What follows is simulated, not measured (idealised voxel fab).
Presented below is a process module, voxel transistor to metal.
The figure presents cross-section cut, which has a width of 210 nm and is divided into square cells with an edge length of 5 nm.
Cross-section layout: square cells on a grid; listed as bands, top to bottom; a band spans one or more cell rows.
In this notation a band is specified by the heights of its top and bottom, in that order and in nm, after which its materials appear from left to right, each paired with its width in nm. The word "full width" attached to a single material means that material fills the band from edge to edge; the word "blank" stands for empty space.
Height datum 0, below which the as-received substrate wafer is one material. Lowest band open at the bottom, running downward: "0 and below".
Graded width ("30..40"): value in top row of band = first number; value in bottom row = second number; row-to-row change constant.
Step marked "remained the same"? Then no cell in the cross-section changed in it.
In "Unvented cavities" the enclosed voids are listed, meaning empty spaces of 8 cells or larger without any opening to the top. The form is width x height at distance, distance from the left edge, units nm.
Post-settings text on a step line: simulator's own remark regarding the step.
Regarding "overlay nm": on a step with a mask, it is the distance the mask lay to the right of its planned place; a negative value places it to the left.
**So here's the lineup of process steps we planned**
1 RECEIVE, material Si
2 CONFORMAL_DEP, material SiO2, thk nm 5
3 CONFORMAL_DEP, material SiN, thk nm 10
4 MASKED_ETCH, tone cover, mask id ACTIVE, width nm 110, etch materials SiN, depth nm 10, overlay nm 0
5 MASKED_ETCH, tone cover, mask id ACTIVE, width nm 110, etch materials SiO2, depth nm 5, overlay nm 0
6 MASKED_ETCH, tone cover, mask id ACTIVE, width nm 110, etch materials Si, depth nm 25, overlay nm 0
7 FILL_DEP, material SiO2, thk nm 10
8 CMP, height nm 15
9 SELECTIVE_ETCH, etch materials SiO2, depth nm 5
10 STRIP, etch materials SiN
11 SELECTIVE_ETCH, etch materials SiO2, depth nm 5
12 OXIDIZE, depth nm 5
13 DIRECTIONAL_DEP, material polySi, thk nm 25
14 DIRECTIONAL_DEP, material SiCN, thk nm 15
15 MASKED_ETCH, tone cover, mask id GATE, width nm 30, etch materials SiCN, depth nm 25, overlay nm 0
16 MASKED_ETCH, tone cover, mask id GATE, width nm 30, etch materials polySi, depth nm 35, overlay nm 0
17 CONFORMAL_DEP, material SiN, thk nm 5
18 DIRECTIONAL_ETCH, etch materials SiN, depth nm 5
19 DIRECTIONAL_ETCH, etch materials SiO2, depth nm 5
20 DIRECTIONAL_ETCH, etch materials Si, depth nm 15
21 EPI, material pSi, thk nm 15
22 FILL_DEP, material SiO2, thk nm 5
23 CMP, height nm 25
24 STRIP, etch materials polySi
25 SELECTIVE_ETCH, etch materials SiO2, depth nm 5
26 CONFORMAL_DEP, material HfO2, thk nm 5
27 CONFORMAL_DEP, material TiN, thk nm 5
28 FILL_DEP, material W, thk nm 5
29 CMP, height nm 20
30 DIRECTIONAL_DEP, material SiO2, thk nm 15
31 DIRECTIONAL_DEP, material aC, thk nm 15
32 PATTERN, tone open, mask id CONTACT, material resist, width nm 15, pitch nm 75, thk nm 35, overlay nm 0
33 DIRECTIONAL_ETCH, etch materials aC, depth nm 15
34 STRIP, etch materials resist
35 DIRECTIONAL_ETCH, etch materials SiO2, depth nm 40
36 STRIP, etch materials aC
37 CONFORMAL_DEP, material TiN, thk nm 5
38 FILL_DEP, material Ru, thk nm 10
39 CMP, height nm 35
40 CONFORMAL_DEP, material SiCN, thk nm 5
41 DIRECTIONAL_DEP, material lowk, thk nm 25
42 MASKED_ETCH, tone open, mask id METAL_1, width nm 15, pitch nm 75, etch materials lowk, depth nm 25, overlay nm 0
43 MASKED_ETCH, tone open, mask id METAL_1, width nm 15, pitch nm 75, etch materials SiCN, depth nm 5, overlay nm 0
44 CONFORMAL_DEP, material TiN, thk nm 5
45 FILL_DEP, material Cu, thk nm 10
46 CMP, height nm 65
47 CONFORMAL_DEP, material SiN, thk nm 5
**Cross-sectional view of the wafer in its as-received condition, corresponding to the state after step 1**
- 0 and below = Si full width
- Unvented cavities: none
**Run as planned - first of the two wafers cross-sectioned at the end of the module**
- 70 down to 65 = SiN full width
- 65 down to 40 = 60 lowk, then 5 TiN, then 5 Cu, then 5 TiN, then 60 lowk, then 5 TiN, then 5 Cu, then 5 TiN, then 60 lowk
- 40 down to 35 = 60 SiCN, then 15 TiN, then 60 SiCN, then 15 TiN, then 60 SiCN
- 35 down to 20 = 60 SiO2, then 5 TiN, then 5 Ru, then 5 TiN, then 60 SiO2, then 5 TiN, then 5 Ru, then 5 TiN, then 60 SiO2
- 20 down to 15 = 60 SiO2, then 5 TiN, then 5 Ru, then 5 TiN, then 10 SiO2, then 5 SiN, then 5 HfO2, then 5 TiN, then 10 W, then 5 TiN, then 5 HfO2, then 5 SiN, then 10 SiO2, then 5 TiN, then 5 Ru, then 5 TiN, then 60 SiO2
- 15 down to 10 = 60 SiO2, then 15 TiN, then 10 SiO2, then 5 SiN, then 5 HfO2, then 5 TiN, then 10 W, then 5 TiN, then 5 HfO2, then 5 SiN, then 10 SiO2, then 15 TiN, then 60 SiO2
- 10 down to 5 = 60 SiO2, then 10 TiN, then 15 pSi, then 5 SiN, then 5 HfO2, then 5 TiN, then 10 W, then 5 TiN, then 5 HfO2, then 5 SiN, then 15 pSi, then 10 TiN, then 60 SiO2
- 5 down to 0 = 45 SiO2, then 5 SiN, then 10 SiO2, then 10 TiN, then 15 pSi, then 5 SiN, then 5 HfO2, then 20 TiN, then 5 HfO2, then 5 SiN, then 15 pSi, then 10 TiN, then 10 SiO2, then 5 SiN, then 45 SiO2
- 0 down to -5 = 60 SiO2, then 10 TiN, then 15 pSi, then 40 HfO2, then 15 pSi, then 10 TiN, then 60 SiO2
- -5 down to -20 = 50 SiO2, then 35 pSi, then 40 Si, then 35 pSi, then 50 SiO2
- -20 down to -25 = 50 SiO2, then 110 Si, then 50 SiO2
- -25 and below = Si full width
- Unvented cavities: none
**End-of-module cross-section of the second wafer: identical starting point and process plan to the first, with one processing mistake**
- 85 down to 80 = SiN full width
- 80 down to 70 = Cu full width
- 70 down to 65 = 65 TiN, then 5 Cu, then 70 TiN, then 5 Cu, then 65 TiN
- 65 down to 40 = 60 lowk, then 5 TiN, then 5 Cu, then 5 TiN, then 60 lowk, then 5 TiN, then 5 Cu, then 5 TiN, then 60 lowk
- 40 down to 35 = 60 SiCN, then 15 TiN, then 60 SiCN, then 15 TiN, then 60 SiCN
- 35 down to 20 = 60 SiO2, then 5 TiN, then 5 Ru, then 5 TiN, then 60 SiO2, then 5 TiN, then 5 Ru, then 5 TiN, then 60 SiO2
- 20 down to 15 = 60 SiO2, then 5 TiN, then 5 Ru, then 5 TiN, then 10 SiO2, then 5 SiN, then 5 HfO2, then 5 TiN, then 10 W, then 5 TiN, then 5 HfO2, then 5 SiN, then 10 SiO2, then 5 TiN, then 5 Ru, then 5 TiN, then 60 SiO2
- 15 down to 10 = 60 SiO2, then 15 TiN, then 10 SiO2, then 5 SiN, then 5 HfO2, then 5 TiN, then 10 W, then 5 TiN, then 5 HfO2, then 5 SiN, then 10 SiO2, then 15 TiN, then 60 SiO2
- 10 down to 5 = 60 SiO2, then 10 TiN, then 15 pSi, then 5 SiN, then 5 HfO2, then 5 TiN, then 10 W, then 5 TiN, then 5 HfO2, then 5 SiN, then 15 pSi, then 10 TiN, then 60 SiO2
- 5 down to 0 = 45 SiO2, then 5 SiN, then 10 SiO2, then 10 TiN, then 15 pSi, then 5 SiN, then 5 HfO2, then 20 TiN, then 5 HfO2, then 5 SiN, then 15 pSi, then 10 TiN, then 10 SiO2, then 5 SiN, then 45 SiO2
- 0 down to -5 = 60 SiO2, then 10 TiN, then 15 pSi, then 40 HfO2, then 15 pSi, then 10 TiN, then 60 SiO2
- -5 down to -20 = 50 SiO2, then 35 pSi, then 40 Si, then 35 pSi, then 50 SiO2
- -20 down to -25 = 50 SiO2, then 110 Si, then 50 SiO2
- -25 and below = Si full width
- Unvented cavities: none
what went wrong: plan step 46 was not performed, having been skipped
Final cells, second wafer relative to first, materials higher or lower: Cu +86, TiN +40
